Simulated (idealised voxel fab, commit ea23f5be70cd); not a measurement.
process module | voxel wiring stack
cross-section cut | 300 nm wide | cells 5 nm
A cross-section is a grid of square cells, given in bands from the top down. A band is one or more rows of cells.
Each band's line starts with the height of the band's top and of its bottom, in nm. Then come its materials from left to right, each with its width in nm. One material with "throughout" fills the band from edge to edge. "air" is empty space.
Height 0 is the level under which the wafer as received is all one material. The lowest band goes on downwards, as in "0 down".
A width such as "30 to 40" changes by the same amount from each row of cells to the next, from the band's top row to its bottom row.
"no change" after a step means that no cell of the cross-section changed.
closed voids: empty space of 8 cells or more with no open way to the top, each as width x height at its distance from the left edge, in nm
after a step's settings: what the simulator itself notes on the step
overlay nm, on a step with a mask: how far to the right of its planned place the mask lay; to the left if negative
Each pair below shows a cross-section before one step and the cross-section after it, down to the lowest band that changed. The line under each pair gives the step between them, with its settings. The pairs can come from different runs of this module on the same starting wafer, so a pair continues from the pair above only where its "before" says so.
before
  90 to 75: aC 120 | air 20 | aC 20 | air 20 | aC 120
  75 to 55: lowk 120 | air 20 | lowk 20 | air 20 | lowk 120
  55 to 50: SiN 120 | air 20 | SiN 20 | air 20 | SiN 120
  50 to 35: SiO2 120 | TiN 5 | Cu 5 | TiN 5 | SiO2 25 | TiN 5 | Cu 5 | TiN 5 | SiO2 125
  35 to 30: SiCN 120 | TiN 15 | SiCN 25 | TiN 15 | SiCN 125
  30 to 20: SiO2 115 | SiCN 5 | Ru 20 | SiCN 5 | SiO2 10 | SiCN 5 | Ru 20 | SiCN 5 | SiO2 115
  20 to 15: SiCN 120 | Ru 20 | SiCN 20 | Ru 20 | SiCN 120
  15 to 10: SiN throughout
  10 to 0: SiO2 throughout
  0 down: Si throughout
  closed voids: none
after
  75 to 55: lowk 120 | air 20 | lowk 20 | air 20 | lowk 120
  below 55: unchanged
  closed voids: none
the step between: op STRIP | etch materials aC
before: the cross-section after the pair above
after
  80 to 75: TiN 125 | air 10 | TiN 30 | air 10 | TiN 125
  75 to 55: lowk 120 | TiN 5 | air 10 | TiN 5 | lowk 20 | TiN 5 | air 10 | TiN 5 | lowk 120
  55 to 50: SiN 120 | TiN 20 | SiN 20 | TiN 20 | SiN 120
  below 50: unchanged
  closed voids: none
the step between: op CONFORMAL_DEP | material TiN | thk nm 5
before: the cross-section after the pair above
after
  85 to 80: Cu throughout
  80 to 75: TiN 125 | Cu 10 | TiN 30 | Cu 10 | TiN 125
  75 to 55: lowk 120 | TiN 5 | Cu 10 | TiN 5 | lowk 20 | TiN 5 | Cu 10 | TiN 5 | lowk 120
  below 55: unchanged
  closed voids: none
the step between: op FILL_DEP | material Cu | thk nm 5
before: the cross-section after the pair above
after
  75 to 55: lowk 120 | TiN 5 | Cu 10 | TiN 5 | lowk 20 | TiN 5 | Cu 10 | TiN 5 | lowk 120
  below 55: unchanged
  closed voids: none
the step between: op CMP | height nm 75
before: the cross-section after the pair above
after
  80 to 75: SiCN throughout
  below 75: unchanged
  closed voids: none
the step between: op CONFORMAL_DEP | material SiCN | thk nm 5
before: the cross-section after the pair above
after
  110 to 80: lowk throughout
  below 80: unchanged
  closed voids: none
the step between: op DIRECTIONAL_DEP | material lowk | thk nm 30
before: the cross-section after the pair above
after
  130 to 110: resist 120 | air 15 | resist 165
  below 110: unchanged
  closed voids: none
the step between: op PATTERN | tone open | mask id METAL_3_HOLES | material resist | width nm 15 | thk nm 20 | overlay nm 0
before: the cross-section after the pair above
after
  130 to 110: resist 120 | air 15 | resist 165
  110 to 80: lowk 120 | air 15 | lowk 165
  below 80: unchanged
  closed voids: none
the step between: op DIRECTIONAL_ETCH | etch materials lowk | depth nm 30
before: the cross-section after the pair above
after
  110 to 80: lowk 120 | air 15 | lowk 165
  below 80: unchanged
  closed voids: none
the step between: op STRIP | etch materials resist
before: the cross-section after the pair above
after
  110 to 95: lowk 120 | air 20 | lowk 20 | air 20 | lowk 120
  below 95: unchanged
  closed voids: none
the step between: op MASKED_ETCH | tone open | mask id METAL_3 | width nm 20 | pitch nm 40 | etch materials lowk | depth nm 15 | overlay nm 0
before: the cross-section after the pair above
after
  110 to 95: lowk 120 | air 20 | lowk 20 | air 20 | lowk 120
  95 to 80: lowk 120 | air 15 | lowk 165
  80 to 75: SiCN 120 | air 15 | SiCN 165
  below 75: unchanged
  closed voids: none
the step between: op MASKED_ETCH | tone open | mask id METAL_3 | width nm 20 | pitch nm 40 | etch materials SiCN | depth nm 5 | overlay nm 0
before: the cross-section after the pair above
after
  115 to 110: TiN 125 | air 10 | TiN 30 | air 10 | TiN 125
  110 to 100: lowk 120 | TiN 5 | air 10 | TiN 5 | lowk 20 | TiN 5 | air 10 | TiN 5 | lowk 120
  100 to 95: lowk 120 | TiN 5 | air 5 | TiN 10 | lowk 20 | TiN 20 | lowk 120
  95 to 80: lowk 120 | TiN 5 | air 5 | TiN 5 | lowk 165
  80 to 75: SiCN 120 | TiN 15 | SiCN 165
  below 75: unchanged
  closed voids: none
the step between: op CONFORMAL_DEP | material TiN | thk nm 5
before: the cross-section after the pair above
after
  120 to 115: Ru throughout
  115 to 110: TiN 125 | Ru 10 | TiN 30 | Ru 10 | TiN 125
  110 to 100: lowk 120 | TiN 5 | Ru 10 | TiN 5 | lowk 20 | TiN 5 | Ru 10 | TiN 5 | lowk 120
  100 to 95: lowk 120 | TiN 5 | Ru 5 | TiN 10 | lowk 20 | TiN 20 | lowk 120
  95 to 80: lowk 120 | TiN 5 | Ru 5 | TiN 5 | lowk 165
  below 80: unchanged
  closed voids: none
the step between: op FILL_DEP | material Ru | thk nm 5
before: the cross-section after the pair above
after
  110 to 100: lowk 120 | TiN 5 | Ru 10 | TiN 5 | lowk 20 | TiN 5 | Ru 10 | TiN 5 | lowk 120
  below 100: unchanged
  closed voids: none
the step between: op CMP | height nm 110
before: the cross-section after the pair above
after
  115 to 110: SiN throughout
  below 110: unchanged
  closed voids: none
the step between: op CONFORMAL_DEP | material SiN | thk nm 5
before
  30 to 15: Ru throughout
  15 to 10: TiN throughout
  10 to 0: SiO2 throughout
  0 down: Si throughout
  closed voids: none
after
  45 to 30: resist 120 | air 20 | resist 20 | air 20 | resist 120
  below 30: unchanged
  closed voids: none
the step between: op PATTERN | tone open | mask id METAL_1 | material resist | width nm 20 | pitch nm 40 | thk nm 15 | overlay nm 0
before: the cross-section after the pair above
after
  45 to 30: resist 120 | air 20 | resist 20 | air 20 | resist 120
  30 to 15: Ru 120 | air 20 | Ru 20 | air 20 | Ru 120
  below 15: unchanged
  closed voids: none
the step between: op DIRECTIONAL_ETCH | etch materials Ru | depth nm 15
before: the cross-section after the pair above
after
  45 to 30: resist 120 | air 20 | resist 20 | air 20 | resist 120
  30 to 15: Ru 120 | air 20 | Ru 20 | air 20 | Ru 120
  15 to 10: TiN 120 | air 20 | TiN 20 | air 20 | TiN 120
  below 10: unchanged
  closed voids: none
the step between: op DIRECTIONAL_ETCH | etch materials TiN | depth nm 5
before: the cross-section after the pair above
after
  30 to 15: Ru 120 | air 20 | Ru 20 | air 20 | Ru 120
  below 15: unchanged
  closed voids: none
the step between: op STRIP | etch materials resist
before: the cross-section after the pair above
after
  35 to 30: SiCN 125 | air 10 | SiCN 30 | air 10 | SiCN 125
  30 to 15: Ru 120 | SiCN 5 | air 10 | SiCN 5 | Ru 20 | SiCN 5 | air 10 | SiCN 5 | Ru 120
  15 to 10: TiN 120 | SiCN 20 | TiN 20 | SiCN 20 | TiN 120
  below 10: unchanged
  closed voids: none
the step between: op CONFORMAL_DEP | material SiCN | thk nm 5
before: the cross-section after the pair above
after
  40 to 35: SiO2 throughout
  35 to 30: SiCN 125 | SiO2 10 | SiCN 30 | SiO2 10 | SiCN 125
  30 to 15: Ru 120 | SiCN 5 | SiO2 10 | SiCN 5 | Ru 20 | SiCN 5 | SiO2 10 | SiCN 5 | Ru 120
  below 15: unchanged
  closed voids: none
the step between: op FILL_DEP | material SiO2 | thk nm 5
before: the cross-section after the pair above
after
  30 to 15: Ru 120 | SiCN 5 | SiO2 10 | SiCN 5 | Ru 20 | SiCN 5 | SiO2 10 | SiCN 5 | Ru 120
  below 15: unchanged
  closed voids: none
the step between: op CMP | height nm 30
before: the cross-section after the pair above
after
  35 to 30: SiCN throughout
  below 30: unchanged
  closed voids: none
the step between: op CONFORMAL_DEP | material SiCN | thk nm 5
before: the cross-section after the pair above
after
  50 to 35: SiO2 throughout
  below 35: unchanged
  closed voids: none
the step between: op DIRECTIONAL_DEP | material SiO2 | thk nm 15
before: the cross-section after the pair above
after
  65 to 50: aC throughout
  below 50: unchanged
  closed voids: none
the step between: op DIRECTIONAL_DEP | material aC | thk nm 15
before: the cross-section after the pair above
after
  95 to 65: resist 120 | air 15 | resist 25 | air 15 | resist 125
  below 65: unchanged
  closed voids: none
the step between: op PATTERN | tone open | mask id PLUG_1 | material resist | width nm 15 | pitch nm 40 | thk nm 30 | overlay nm 0
before: the cross-section after the pair above
after
  80 to 65: resist 120 | air 15 | resist 25 | air 15 | resist 125
  65 to 50: aC 120 | air 15 | aC 25 | air 15 | aC 125
  below 50: unchanged
  closed voids: none
the step between: op DIRECTIONAL_ETCH | etch materials aC | depth nm 15
before: the cross-section after the pair above
after
  65 to 50: aC 120 | air 15 | aC 25 | air 15 | aC 125
  below 50: unchanged
  closed voids: none
the step between: op STRIP | etch materials resist
before: the cross-section after the pair above
after
  65 to 50: aC 120 | air 15 | aC 25 | air 15 | aC 125
  50 to 35: SiO2 120 | air 15 | SiO2 25 | air 15 | SiO2 125
  below 35: unchanged
  closed voids: none
the step between: op DIRECTIONAL_ETCH | etch materials SiO2 | depth nm 15
before: the cross-section after the pair above
after
  65 to 50: aC 120 | air 15 | aC 25 | air 15 | aC 125
  50 to 35: SiO2 120 | air 15 | SiO2 25 | air 15 | SiO2 125
  35 to 30: SiCN 120 | air 15 | SiCN 25 | air 15 | SiCN 125
  below 30: unchanged
  closed voids: none
the step between: op DIRECTIONAL_ETCH | etch materials SiCN | depth nm 5
before: the cross-section after the pair above
after
  50 to 35: SiO2 120 | air 15 | SiO2 25 | air 15 | SiO2 125
  below 35: unchanged
  closed voids: none
the step between: op STRIP | etch materials aC
before: the cross-section after the pair above
after
  55 to 50: TiN 125 | air 5 | TiN 35 | air 5 | TiN 130
  50 to 35: SiO2 120 | TiN 5 | air 5 | TiN 5 | SiO2 25 | TiN 5 | air 5 | TiN 5 | SiO2 125
  35 to 30: SiCN 120 | TiN 15 | SiCN 25 | TiN 15 | SiCN 125
  below 30: unchanged
  closed voids: none
the step between: op CONFORMAL_DEP | material TiN | thk nm 5
before: the cross-section after the pair above
after
  60 to 55: Cu throughout
  55 to 50: TiN 125 | Cu 5 | TiN 35 | Cu 5 | TiN 130
  50 to 35: SiO2 120 | TiN 5 | Cu 5 | TiN 5 | SiO2 25 | TiN 5 | Cu 5 | TiN 5 | SiO2 125
  below 35: unchanged
  closed voids: none
the step between: op FILL_DEP | material Cu | thk nm 5
before: the cross-section after the pair above
after
  50 to 35: SiO2 120 | TiN 5 | Cu 5 | TiN 5 | SiO2 25 | TiN 5 | Cu 5 | TiN 5 | SiO2 125
  below 35: unchanged
  closed voids: none
the step between: op CMP | height nm 50
before: the cross-section after the pair above
after
  55 to 50: SiN throughout
  below 50: unchanged
  closed voids: none
the step between: op CONFORMAL_DEP | material SiN | thk nm 5
before: the cross-section after the pair above
after
  75 to 55: lowk throughout
  below 55: unchanged
  closed voids: none
the step between: op DIRECTIONAL_DEP | material lowk | thk nm 20
before: the cross-section after the pair above
after
  90 to 75: aC throughout
  below 75: unchanged
  closed voids: none
the step between: op DIRECTIONAL_DEP | material aC | thk nm 15
before: the cross-section after the pair above
after
  120 to 90: resist 120 | air 20 | resist 20 | air 20 | resist 120
  below 90: unchanged
  closed voids: none
the step between: op PATTERN | tone open | mask id METAL_2 | material resist | width nm 20 | pitch nm 40 | thk nm 30 | overlay nm 0
before: the cross-section after the pair above
after
  105 to 90: resist 120 | air 20 | resist 20 | air 20 | resist 120
  90 to 75: aC 120 | air 20 | aC 20 | air 20 | aC 120
  below 75: unchanged
  closed voids: none
the step between: op DIRECTIONAL_ETCH | etch materials aC | depth nm 15
before: the cross-section after the pair above
after
  90 to 75: aC 120 | air 20 | aC 20 | air 20 | aC 120
  below 75: unchanged
  closed voids: none
the step between: op STRIP | etch materials resist
before: the cross-section after the pair above
after
  90 to 75: aC 120 | air 20 | aC 20 | air 20 | aC 120
  75 to 55: lowk 120 | air 20 | lowk 20 | air 20 | lowk 120
  below 55: unchanged
  closed voids: none
the step between: op DIRECTIONAL_ETCH | etch materials lowk | depth nm 20
before: the cross-section after the pair above
after
  90 to 75: aC 120 | air 20 | aC 20 | air 20 | aC 120
  75 to 55: lowk 120 | air 20 | lowk 20 | air 20 | lowk 120
  55 to 50: SiN 120 | air 20 | SiN 20 | air 20 | SiN 120
  below 50: unchanged
  closed voids: none
the step between: op DIRECTIONAL_ETCH | etch materials SiN | depth nm 5
before: the cross-section after the pair above
after
  75 to 55: lowk 120 | air 20 | lowk 20 | air 20 | lowk 120
  below 55: unchanged
  closed voids: none
the step between: op STRIP | etch materials aC
before: the cross-section after the pair above
after
  80 to 75: TiN 125 | air 10 | TiN 30 | air 10 | TiN 125
  75 to 55: lowk 120 | TiN 5 | air 10 | TiN 5 | lowk 20 | TiN 5 | air 10 | TiN 5 | lowk 120
  55 to 50: SiN 120 | TiN 20 | SiN 20 | TiN 20 | SiN 120
  below 50: unchanged
  closed voids: none
the step between: op CONFORMAL_DEP | material TiN | thk nm 5
before: the cross-section after the pair above
after
  85 to 80: Cu throughout
  80 to 75: TiN 125 | Cu 10 | TiN 30 | Cu 10 | TiN 125
  75 to 55: lowk 120 | TiN 5 | Cu 10 | TiN 5 | lowk 20 | TiN 5 | Cu 10 | TiN 5 | lowk 120
  below 55: unchanged
  closed voids: none
the step between: op FILL_DEP | material Cu | thk nm 5
before: the cross-section after the pair above
after
  75 to 55: lowk 120 | TiN 5 | Cu 10 | TiN 5 | lowk 20 | TiN 5 | Cu 10 | TiN 5 | lowk 120
  below 55: unchanged
  closed voids: none
the step between: op CMP | height nm 75
before: the cross-section after the pair above
after
  80 to 75: SiCN throughout
  below 75: unchanged
  closed voids: none
the step between: op CONFORMAL_DEP | material SiCN | thk nm 5
before: the cross-section after the pair above
after
  110 to 80: lowk throughout
  below 80: unchanged
  closed voids: none
the step between: op DIRECTIONAL_DEP | material lowk | thk nm 30
before: the cross-section after the pair above
after
  130 to 110: resist 120 | air 15 | resist 165
  below 110: unchanged
  closed voids: none
the step between: op PATTERN | tone open | mask id METAL_3_HOLES | material resist | width nm 15 | thk nm 20 | overlay nm 0
before: the cross-section after the pair above
after
  130 to 110: resist 120 | air 15 | resist 165
  110 to 80: lowk 120 | air 15 | lowk 165
  below 80: unchanged
  closed voids: none
the step between: op DIRECTIONAL_ETCH | etch materials lowk | depth nm 30
before: the cross-section after the pair above
after
  110 to 80: lowk 120 | air 15 | lowk 165
  below 80: unchanged
  closed voids: none
the step between: op STRIP | etch materials resist
before: the cross-section after the pair above
after
  110 to 95: lowk 120 | air 20 | lowk 20 | air 20 | lowk 120
  below 95: unchanged
  closed voids: none
the step between: op MASKED_ETCH | tone open | mask id METAL_3 | width nm 20 | pitch nm 40 | etch materials lowk | depth nm 15 | overlay nm 0
before: the cross-section after the pair above
after
  110 to 95: lowk 120 | air 20 | lowk 20 | air 20 | lowk 120
  95 to 80: lowk 120 | air 15 | lowk 165
  80 to 75: SiCN 120 | air 15 | SiCN 165
  below 75: unchanged
  closed voids: none
the step between: op MASKED_ETCH | tone open | mask id METAL_3 | width nm 20 | pitch nm 40 | etch materials SiCN | depth nm 5 | overlay nm 0
before: the cross-section after the pair above
after
  115 to 110: TiN 125 | air 10 | TiN 30 | air 10 | TiN 125
  110 to 100: lowk 120 | TiN 5 | air 10 | TiN 5 | lowk 20 | TiN 5 | air 10 | TiN 5 | lowk 120
  100 to 95: lowk 120 | TiN 5 | air 5 | TiN 10 | lowk 20 | TiN 20 | lowk 120
  95 to 80: lowk 120 | TiN 5 | air 5 | TiN 5 | lowk 165
  80 to 75: SiCN 120 | TiN 15 | SiCN 165
  below 75: unchanged
  closed voids: none
the step between: op CONFORMAL_DEP | material TiN | thk nm 5
before: the cross-section after the pair above
after
  120 to 115: Ru throughout
  115 to 110: TiN 125 | Ru 10 | TiN 30 | Ru 10 | TiN 125
  110 to 100: lowk 120 | TiN 5 | Ru 10 | TiN 5 | lowk 20 | TiN 5 | Ru 10 | TiN 5 | lowk 120
  100 to 95: lowk 120 | TiN 5 | Ru 5 | TiN 10 | lowk 20 | TiN 20 | lowk 120
  95 to 80: lowk 120 | TiN 5 | Ru 5 | TiN 5 | lowk 165
  below 80: unchanged
  closed voids: none
the step between: op FILL_DEP | material Ru | thk nm 5
before: the cross-section after the pair above
after
  110 to 100: lowk 120 | TiN 5 | Ru 10 | TiN 5 | lowk 20 | TiN 5 | Ru 10 | TiN 5 | lowk 120
  below 100: unchanged
  closed voids: none
the step between: op CMP | height nm 110
before: the cross-section after the pair above
after
  115 to 110: SiN throughout
  below 110: unchanged
  closed voids: none
the step between: op CONFORMAL_DEP | material SiN | thk nm 5
